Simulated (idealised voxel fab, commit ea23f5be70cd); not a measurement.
Proc. module: voxel local oxidation
The figure presents cross-section cut, which has a width of 165 nm and is divided into square cells with an edge length of 5 nm.
Throughout this document, each cross-section is represented as a grid of square cells and is presented as a sequence of bands enumerated from the top downward, where a band comprises one or more rows of cells.
This entry defines a band. It first specifies the height of the band's top and the height of its bottom in nm, and then specifies the band's materials from left to right, stating each material with its width in nm. The word "everywhere" identifies a single material that fills the band from edge to edge, while the word "empty" identifies empty space.
For the purposes of this specification, 0 denotes the height below which the wafer in its as-received condition is composed wholly of one material, and the lowermost band, lacking a lower limit, extends downward without end, as expressed in "0 down".
The expression "30 to 40" gives the width at the extremes of the band, the first number at its top row of cells and the second at its bottom row, with the width changing by equal amounts from each row to the next in between.
Where the words "changes: none" appear for a step, the cross-section shows no cell changed by that step; every cell remained as before.
"Voids, enclosed" lists enclosed empty spaces (at least 8 cells, no open path upward to the top), each as width x height at distance from the left edge, in nm.
Post-settings text on a step line: simulator's own remark regarding the step.
overlay nm: on a step with a mask, how far right of its planned place the mask lay; negative means left.

## Steps planned for the process
- 1: RECEIVE | material Si
- 2: OXIDIZE | depth nm 5
- 3: CONFORMAL_DEP | material SiN | thk nm 10
- 4: PATTERN | tone cover | mask id ACTIVE | material resist | width nm 105 | thk nm 15 | overlay nm 0
- 5: DIRECTIONAL_ETCH | etch materials SiN | depth nm 10
- 6: STRIP | etch materials resist
- 7: SELECTIVE_ETCH | etch materials SiO2 | depth nm 5
- 8: OXIDIZE | depth nm 15
- 9: STRIP | etch materials SiN

## Cross-section of the wafer at receipt, which is the condition after step 1
* 0 down = Si everywhere
* Voids, enclosed: none

## Here's the wafer cut in cross-section after the module, started and planned just like above, except one thing was done wrong in the run
* 10 to 0 = empty 30, SiN 105, empty 30
* 0 to -5 = empty 35, SiO2 95, empty 35
* -5 to -20 = SiO2 50, Si 65, SiO2 50
* -20 down = Si everywhere
* Voids, enclosed: none
Deviation noted in wafer processing: skipped: plan step 9 (never run)
